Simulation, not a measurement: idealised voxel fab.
Documented hereafter: the process module known as voxel capacitor over wiring.
cross-section cut | 255 nm wide | cells 5 nm
Cross-section format: a grid of square cells, given as bands from top to bottom; each band is one or more rows of cells. Per band: top height and bottom height in nm, followed by the left-to-right materials and their widths in nm; "all across" marks a single material spanning edge to edge, "blank" marks empty space. Heights are reckoned from 0. Under this level, the received wafer is all of one material. The bottommost band is open-ended downward, for example "0 nm and below". A width given as "30..40" starts at the first number in the band's top row and ends at the second number in its bottom row, shifting by an equal amount at every step from row to row. For the purposes of this document, the phrase "identical to before" attached to a step denotes that no cell within the cross-section was modified by that step. Empty spaces without an open route to the top, at least 8 cells in extent, make up the entry "Closed cavity list"; each is given as width x height at distance, where the distance is measured from the left edge, and all are in nm. after a step's settings: what the simulator itself notes on the step. For masked steps, "overlay nm" on the step line gives how far right of plan the mask actually lay; a minus sign means it lay to the left.

INTENDED PROCESS STEPS
1) RECEIVE,material Si
2) CONFORMAL_DEP,material SiO2,thk nm 10
3) CONFORMAL_DEP,material SiCN,thk nm 5
4) DIRECTIONAL_DEP,material lowk,thk nm 20
5) DIRECTIONAL_DEP,material aC,thk nm 10
6) PATTERN,tone open,mask id METAL_1,material resist,width nm 30,pitch nm 80,thk nm 25,overlay nm 0
7) DIRECTIONAL_ETCH,etch materials aC,depth nm 10
8) STRIP,etch materials resist
9) DIRECTIONAL_ETCH,etch materials lowk,depth nm 20
10) DIRECTIONAL_ETCH,etch materials SiCN,depth nm 5
11) STRIP,etch materials aC
12) CONFORMAL_DEP,material TiN,thk nm 5
13) FILL_DEP,material Cu,thk nm 5
14) CMP,height nm 35
15) CONFORMAL_DEP,material SiCN,thk nm 5
16) DIRECTIONAL_DEP,material lowk,thk nm 10
17) MASKED_ETCH,tone open,mask id PLUG_1,width nm 15,etch materials lowk,depth nm 10,overlay nm 0
18) MASKED_ETCH,tone open,mask id PLUG_1,width nm 15,etch materials SiCN,depth nm 5,overlay nm 0
19) EPI,material Ru,thk nm 10
20) EPI,material Ru,thk nm 5
21) DIRECTIONAL_DEP,material TiN,thk nm 10
22) DIRECTIONAL_DEP,material Al2O3,thk nm 5
23) DIRECTIONAL_DEP,material TiN,thk nm 10
24) PATTERN,tone cover,mask id UPPER_PLATE,material resist,width nm 55,thk nm 20,overlay nm 0
25) DIRECTIONAL_ETCH,etch materials TiN,depth nm 10
26) DIRECTIONAL_ETCH,etch materials Al2O3,depth nm 5
27) STRIP,etch materials resist
28) MASKED_ETCH,tone cover,mask id LOWER_PLATE,width nm 65,etch materials TiN,depth nm 10,overlay nm 0
29) FILL_DEP,material SiO2,thk nm 15
30) CMP,height nm 85
31) MASKED_ETCH,tone open,mask id PLUG_2,width nm 15,etch materials SiO2,depth nm 10,overlay nm 0
32) CONFORMAL_DEP,material TiN,thk nm 5
33) FILL_DEP,material Ru,thk nm 5
34) CMP,height nm 85
35) CONFORMAL_DEP,material SiN,thk nm 5

CROSS-SECTIONAL VIEW OF THE WAFER IN ITS AS-RECEIVED CONDITION, CORRESPONDING TO THE STATE AFTER STEP 1
    0 nm and below: Si all across
    Closed cavity list: none

END-OF-MODULE XS, FIRST OF TWO WAFERS, RUN AS PLANNED
    90 nm to 85 nm: SiN all across
    85 nm to 80 nm: SiO2=95; TiN=5; Ru=5; TiN=5; SiO2=145
    80 nm to 75 nm: SiO2=95; TiN=15; SiO2=145
    75 nm to 65 nm: SiO2=85; TiN=55; SiO2=115
    65 nm to 60 nm: SiO2=85; Al2O3=55; SiO2=115
    60 nm to 50 nm: SiO2=80; TiN=65; SiO2=110
    50 nm to 40 nm: lowk=85; Ru=15; lowk=155
    40 nm to 35 nm: SiCN=85; Ru=15; SiCN=155
    35 nm to 15 nm: lowk=70; TiN=5; Cu=20; TiN=5; lowk=50; TiN=5; Cu=20; TiN=5; lowk=75
    15 nm to 10 nm: SiCN=70; TiN=30; SiCN=50; TiN=30; SiCN=75
    10 nm to 0 nm: SiO2 all across
    0 nm and below: Si all across
    Closed cavity list: none

CROSS-SECTION AT END OF MODULE FOR THE SECOND WAFER OF TWO, WHICH MATCHED THE FIRST IN STARTING POINT AND PLAN AND DIFFERED BY ONE MISTAKE IN ITS PROCESSING
    90 nm to 85 nm: SiN all across
    85 nm to 80 nm: SiO2=95; TiN=5; Ru=10; TiN=5; SiO2=140
    80 nm to 75 nm: SiO2=95; TiN=20; SiO2=140
    75 nm to 65 nm: SiO2=85; TiN=55; SiO2=115
    65 nm to 60 nm: SiO2=85; Al2O3=55; SiO2=115
    60 nm to 50 nm: SiO2=80; TiN=65; SiO2=110
    50 nm to 40 nm: lowk=85; Ru=15; lowk=155
    40 nm to 35 nm: SiCN=85; Ru=15; SiCN=155
    35 nm to 15 nm: lowk=70; TiN=5; Cu=20; TiN=5; lowk=50; TiN=5; Cu=20; TiN=5; lowk=75
    15 nm to 10 nm: SiCN=70; TiN=30; SiCN=50; TiN=30; SiCN=75
    10 nm to 0 nm: SiO2 all across
    0 nm and below: Si all across
    Closed cavity list: none
Which mistake was made when the wafer was run? step 31 ran with different settings than intended, the actual operation and settings being MASKED_ETCH,tone open,mask id PLUG_2,width nm 20,etch materials SiO2,depth nm 10,overlay nm 0
Count the cells at the end and the second wafer has more or fewer of some materials than the first: Ru +1 | SiO2 -2 | TiN +1
